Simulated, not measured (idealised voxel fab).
The process module that follows is named voxel tone inversion.
Square cells of 5 nm make up the cross-section cut, whose width is 295 nm.
When this document writes out a cross-section, it uses a grid of square cells and lists it as bands, beginning at the top and moving down, with a band standing for one or more rows of cells.
Heads up on the band format: heights come first, top then bottom, in nm. After that it's the materials left to right, each with its width in nm. A single material flagged "full width" fills the whole band edge to edge, and "empty" means there's empty space there.
Counting heights begins at 0, where everything beneath is, in the wafer as received, one material. The lowest band has no bottom; it goes on downwards, as "0 and below" shows.
The width entry "30..40" should be interpreted row by row: the top row of cells in the band takes the first number, the bottom row takes the second number, and the change between adjacent rows is uniform throughout.
Where a step carries "nothing got changed", the cross-section came out of it unchanged, cell for cell.
What "Sealed-off cavities" gives you is every empty space of 8 cells or more that is cut off from the top. Each appears as width x height at distance, with the distance taken from the left edge and width, height and distance all in nm.
Post-settings text on a step line: simulator's own remark regarding the step.
If you see "overlay nm" on a step's line and that step has a mask, it's telling you how far right of where it was planned the mask ended up; a negative number means it went left instead.

THE PLANNED PROCESS STEPS ARE ENUMERATED HEREUNDER
- 1: RECEIVE, material Si
- 2: CONFORMAL_DEP, material SiN, thk nm 10
- 3: DIRECTIONAL_DEP, material polySi, thk nm 20
- 4: PATTERN, tone cover, mask id POSTS, material resist, width nm 20, pitch nm 50, thk nm 30, overlay nm 0
- 5: DIRECTIONAL_ETCH, etch materials polySi, depth nm 20
- 6: STRIP, etch materials resist
- 7: FILL_DEP, material lowk, thk nm 10
- 8: CMP, height nm 30
- 9: STRIP, etch materials polySi
- 10: CONFORMAL_DEP, material TiN, thk nm 5
- 11: FILL_DEP, material Ru, thk nm 5
- 12: CMP, height nm 30
- 13: CONFORMAL_DEP, material SiCN, thk nm 5

SO, THE FIRST OF OUR TWO WAFERS, RUN JUST AS WE PLANNED IT

SO THIS IS THE INCOMING WAFER IN CROSS-SECTION - IT'S ALREADY BEEN THROUGH STEP 1
    0 and below = Si full width
    Sealed-off cavities: none

CROSS-SECTION THROUGH THE WAFER, STEP 2 FINISHED
    10 down to 0 = SiN full width
    Below 0, the layers are the same as they were.

CROSS-SECTION THROUGH THE WAFER, STEP 3 FINISHED
    30 down to 10 = polySi full width
    Below 10, the layers are the same as they were.

CROSS-SECTION THROUGH THE WAFER, STEP 4 FINISHED
    60 down to 30 = empty 110 nm, resist 20 nm, empty 30 nm, resist 20 nm, empty 115 nm
    Below 30, the layers are the same as they were.

CROSS-SECTION THROUGH THE WAFER, STEP 5 FINISHED
    60 down to 30 = empty 110 nm, resist 20 nm, empty 30 nm, resist 20 nm, empty 115 nm
    30 down to 10 = empty 110 nm, polySi 20 nm, empty 30 nm, polySi 20 nm, empty 115 nm
    Below 10, the layers are the same as they were.

CROSS-SECTION THROUGH THE WAFER, STEP 6 FINISHED
    30 down to 10 = empty 110 nm, polySi 20 nm, empty 30 nm, polySi 20 nm, empty 115 nm
    Below 10, the layers are the same as they were.

CROSS-SECTION THROUGH THE WAFER, STEP 7 FINISHED
    40 down to 30 = lowk full width
    30 down to 10 = lowk 110 nm, polySi 20 nm, lowk 30 nm, polySi 20 nm, lowk 115 nm
    Below 10, the layers are the same as they were.

CROSS-SECTION THROUGH THE WAFER, STEP 8 FINISHED
    30 down to 10 = lowk 110 nm, polySi 20 nm, lowk 30 nm, polySi 20 nm, lowk 115 nm
    Below 10, the layers are the same as they were.

CROSS-SECTION THROUGH THE WAFER, STEP 9 FINISHED
    30 down to 10 = lowk 110 nm, empty 20 nm, lowk 30 nm, empty 20 nm, lowk 115 nm
    Below 10, the layers are the same as they were.

CROSS-SECTION THROUGH THE WAFER, STEP 10 FINISHED
    35 down to 30 = TiN 115 nm, empty 10 nm, TiN 40 nm, empty 10 nm, TiN 120 nm
    30 down to 15 = lowk 110 nm, TiN 5 nm, empty 10 nm, TiN 5 nm, lowk 30 nm, TiN 5 nm, empty 10 nm, TiN 5 nm, lowk 115 nm
    15 down to 10 = lowk 110 nm, TiN 20 nm, lowk 30 nm, TiN 20 nm, lowk 115 nm
    Below 10, the layers are the same as they were.

CROSS-SECTION THROUGH THE WAFER, STEP 11 FINISHED
    40 down to 35 = Ru full width
    35 down to 30 = TiN 115 nm, Ru 10 nm, TiN 40 nm, Ru 10 nm, TiN 120 nm
    30 down to 15 = lowk 110 nm, TiN 5 nm, Ru 10 nm, TiN 5 nm, lowk 30 nm, TiN 5 nm, Ru 10 nm, TiN 5 nm, lowk 115 nm
    Below 15, the layers are the same as they were.

CROSS-SECTION THROUGH THE WAFER, STEP 12 FINISHED
    30 down to 15 = lowk 110 nm, TiN 5 nm, Ru 10 nm, TiN 5 nm, lowk 30 nm, TiN 5 nm, Ru 10 nm, TiN 5 nm, lowk 115 nm
    Below 15, the layers are the same as they were.

CROSS-SECTION THROUGH THE WAFER, STEP 13 FINISHED
    35 down to 30 = SiCN full width
    Below 30, the layers are the same as they were.

NOW THE OTHER WAFER: SAME START, SAME RECIPE, BUT WE MESSED UP ONE THING WHEN RUNNING IT. UP TO AND INCLUDING STEP 1 IT'S THE SAME AS THE FIRST ONE

CROSS-SECTIONAL VIEW OF THE SECOND WAFER AT THE INTENDED END TIME OF PROCESS STEP 2
    10 down to 0 = lowk full width
    Below 0, the layers are the same as they were.

CROSS-SECTIONAL VIEW OF THE SECOND WAFER AT THE INTENDED END TIME OF PROCESS STEP 3
    30 down to 10 = polySi full width
    Below 10, the layers are the same as they were.

CROSS-SECTIONAL VIEW OF THE SECOND WAFER AT THE INTENDED END TIME OF PROCESS STEP 4
    60 down to 30 = empty 110 nm, resist 20 nm, empty 30 nm, resist 20 nm, empty 115 nm
    Below 30, the layers are the same as they were.

CROSS-SECTIONAL VIEW OF THE SECOND WAFER AT THE INTENDED END TIME OF PROCESS STEP 5
    60 down to 30 = empty 110 nm, resist 20 nm, empty 30 nm, resist 20 nm, empty 115 nm
    30 down to 10 = empty 110 nm, polySi 20 nm, empty 30 nm, polySi 20 nm, empty 115 nm
    Below 10, the layers are the same as they were.

CROSS-SECTIONAL VIEW OF THE SECOND WAFER AT THE INTENDED END TIME OF PROCESS STEP 6
    30 down to 10 = empty 110 nm, polySi 20 nm, empty 30 nm, polySi 20 nm, empty 115 nm
    Below 10, the layers are the same as they were.

CROSS-SECTIONAL VIEW OF THE SECOND WAFER AT THE INTENDED END TIME OF PROCESS STEP 7
    40 down to 30 = lowk full width
    30 down to 10 = lowk 110 nm, polySi 20 nm, lowk 30 nm, polySi 20 nm, lowk 115 nm
    Below 10, the layers are the same as they were.

CROSS-SECTIONAL VIEW OF THE SECOND WAFER AT THE INTENDED END TIME OF PROCESS STEP 8
    30 down to 10 = lowk 110 nm, polySi 20 nm, lowk 30 nm, polySi 20 nm, lowk 115 nm
    Below 10, the layers are the same as they were.

CROSS-SECTIONAL VIEW OF THE SECOND WAFER AT THE INTENDED END TIME OF PROCESS STEP 9
    30 down to 10 = lowk 110 nm, empty 20 nm, lowk 30 nm, empty 20 nm, lowk 115 nm
    Below 10, the layers are the same as they were.

CROSS-SECTIONAL VIEW OF THE SECOND WAFER AT THE INTENDED END TIME OF PROCESS STEP 10
    35 down to 30 = TiN 115 nm, empty 10 nm, TiN 40 nm, empty 10 nm, TiN 120 nm
    30 down to 15 = lowk 110 nm, TiN 5 nm, empty 10 nm, TiN 5 nm, lowk 30 nm, TiN 5 nm, empty 10 nm, TiN 5 nm, lowk 115 nm
    15 down to 10 = lowk 110 nm, TiN 20 nm, lowk 30 nm, TiN 20 nm, lowk 115 nm
    Below 10, the layers are the same as they were.

CROSS-SECTIONAL VIEW OF THE SECOND WAFER AT THE INTENDED END TIME OF PROCESS STEP 11
    40 down to 35 = Ru full width
    35 down to 30 = TiN 115 nm, Ru 10 nm, TiN 40 nm, Ru 10 nm, TiN 120 nm
    30 down to 15 = lowk 110 nm, TiN 5 nm, Ru 10 nm, TiN 5 nm, lowk 30 nm, TiN 5 nm, Ru 10 nm, TiN 5 nm, lowk 115 nm
    Below 15, the layers are the same as they were.

CROSS-SECTIONAL VIEW OF THE SECOND WAFER AT THE INTENDED END TIME OF PROCESS STEP 12
    30 down to 15 = lowk 110 nm, TiN 5 nm, Ru 10 nm, TiN 5 nm, lowk 30 nm, TiN 5 nm, Ru 10 nm, TiN 5 nm, lowk 115 nm
    Below 15, the layers are the same as they were.

CROSS-SECTIONAL VIEW OF THE SECOND WAFER AT THE INTENDED END TIME OF PROCESS STEP 13
    35 down to 30 = SiCN full width
    Below 30, the layers are the same as they were.
Here's what went sideways: note that step 2 departed from the planned setting and was carried out as CONFORMAL_DEP, material lowk, thk nm 10
End check, counted in cells, second wafer has more or fewer of these materials than the first: SiN -118, lowk +118
